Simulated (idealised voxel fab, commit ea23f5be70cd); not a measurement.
The following process module bears the name voxel ribs on slabs.
Displayed cross-section: cut, width of 190 nm, square cells sized 5 nm.
Cross-section layout: square cells on a grid; listed as bands, top to bottom; a band spans one or more cell rows. Quick guide to a band line: top height, bottom height (nm) up front; then every material left to right with its width in nm. Only one material and it's marked "throughout"? Then it fills the band edge to edge. And "blank" just means empty space. Ref level 0: as-received wafer is one material below here. Bottom band extends down with no lower bound ("0 and below"). The width entry "30..40" should be interpreted row by row: the top row of cells in the band takes the first number, the bottom row takes the second number, and the change between adjacent rows is uniform throughout. "no alterations made" after a step means that no cell of the cross-section changed. Empty spaces without an open route to the top, at least 8 cells in extent, make up the entry "Enclosed cavity list"; each is given as width x height at distance, where the distance is measured from the left edge, and all are in nm. That trailing text on a step's line, after the settings, is the simulator's own remark on the step. overlay nm: mask right of planned place by this much (step with mask). Neg. = left.
### Process steps (planned)
1,RECEIVE, material Si
2,DIRECTIONAL_DEP, material SiO2, thk nm 20
3,DIRECTIONAL_DEP, material SiN, thk nm 25
4,PATTERN, tone cover, mask id RIB, material resist, width nm 20, thk nm 15, overlay nm 0
5,DIRECTIONAL_ETCH, etch materials SiN, depth nm 10
6,STRIP, etch materials resist
7,PATTERN, tone cover, mask id SLAB, material resist, width nm 70, thk nm 20, overlay nm 0
8,DIRECTIONAL_ETCH, etch materials SiN, depth nm 15
9,STRIP, etch materials resist
10,FILL_DEP, material SiO2, thk nm 25
11,CMP, height nm 60
12,DIRECTIONAL_DEP, material TiN, thk nm 5
13,DIRECTIONAL_DEP, material aC, thk nm 15
14,PATTERN, tone cover, mask id HEATER, material resist, width nm 30, thk nm 30, overlay nm 0
15,DIRECTIONAL_ETCH, etch materials aC, depth nm 15
16,STRIP, etch materials resist
17,DIRECTIONAL_ETCH, etch materials TiN, depth nm 5
18,STRIP, etch materials aC
19,CONFORMAL_DEP, material SiO2, thk nm 10
### First wafer of two (run as planned)
### Cross-sectional view of the wafer in its as-received condition, corresponding to the state after step 1
  0 and below: Si throughout
  Enclosed cavity list: none
### Take a look at the wafer's cross-section after step 2
  20 down to 0: SiO2 throughout
  Note: structure below 0 unchanged.
### Take a look at the wafer's cross-section after step 3
  45 down to 20: SiN throughout
  Note: structure below 20 unchanged.
### Take a look at the wafer's cross-section after step 4
  60 down to 45: 85 blank / 20 resist / 85 blank
  Note: structure below 45 unchanged.
### Take a look at the wafer's cross-section after step 5
  60 down to 45: 85 blank / 20 resist / 85 blank
  45 down to 35: 85 blank / 20 SiN / 85 blank
  Note: structure below 35 unchanged.
### Take a look at the wafer's cross-section after step 6
  45 down to 35: 85 blank / 20 SiN / 85 blank
  Note: structure below 35 unchanged.
### Take a look at the wafer's cross-section after step 7
  65 down to 45: 60 blank / 70 resist / 60 blank
  45 down to 35: 60 blank / 25 resist / 20 SiN / 25 resist / 60 blank
  Note: structure below 35 unchanged.
### Take a look at the wafer's cross-section after step 8
  65 down to 45: 60 blank / 70 resist / 60 blank
  45 down to 35: 60 blank / 25 resist / 20 SiN / 25 resist / 60 blank
  35 down to 20: 60 blank / 70 SiN / 60 blank
  Note: structure below 20 unchanged.
### Take a look at the wafer's cross-section after step 9
  45 down to 35: 85 blank / 20 SiN / 85 blank
  Note: structure below 35 unchanged.
### Take a look at the wafer's cross-section after step 10
  70 down to 45: SiO2 throughout
  45 down to 35: 85 SiO2 / 20 SiN / 85 SiO2
  35 down to 20: 60 SiO2 / 70 SiN / 60 SiO2
  Note: structure below 20 unchanged.
### Take a look at the wafer's cross-section after step 11
  60 down to 45: SiO2 throughout
  Note: structure below 45 unchanged.
### Take a look at the wafer's cross-section after step 12
  65 down to 60: TiN throughout
  Note: structure below 60 unchanged.
### Take a look at the wafer's cross-section after step 13
  80 down to 65: aC throughout
  Note: structure below 65 unchanged.
### Take a look at the wafer's cross-section after step 14
  110 down to 80: 80 blank / 30 resist / 80 blank
  Note: structure below 80 unchanged.
### Take a look at the wafer's cross-section after step 15
  95 down to 80: 80 blank / 30 resist / 80 blank
  80 down to 65: 80 blank / 30 aC / 80 blank
  Note: structure below 65 unchanged.
### Take a look at the wafer's cross-section after step 16
  80 down to 65: 80 blank / 30 aC / 80 blank
  Note: structure below 65 unchanged.
### Take a look at the wafer's cross-section after step 17
  80 down to 65: 80 blank / 30 aC / 80 blank
  65 down to 60: 80 blank / 30 TiN / 80 blank
  Note: structure below 60 unchanged.
### Take a look at the wafer's cross-section after step 18
  65 down to 60: 80 blank / 30 TiN / 80 blank
  Note: structure below 60 unchanged.
### Take a look at the wafer's cross-section after step 19
  75 down to 70: 70 blank / 50 SiO2 / 70 blank
  70 down to 65: SiO2 throughout
  65 down to 60: 80 SiO2 / 30 TiN / 80 SiO2
  Note: structure below 60 unchanged.
### second wafer: like start, like plan, one mistake. Through step 18 it matches the first wafer
### Cross-section of the second wafer at the time by which step 19 should have been completed according to the plan
  75 down to 70: 70 blank / 50 aC / 70 blank
  70 down to 65: aC throughout
  65 down to 60: 80 aC / 30 TiN / 80 aC
  Note: structure below 60 unchanged.
Misprocessing identified: step 19 ran with different settings than intended, the actual operation and settings being CONFORMAL_DEP, material aC, thk nm 10
It is noted that, at the conclusion of processing, the second wafer exhibits a higher or lower cell count for certain materials relative to the first: SiO2 -80; aC +80
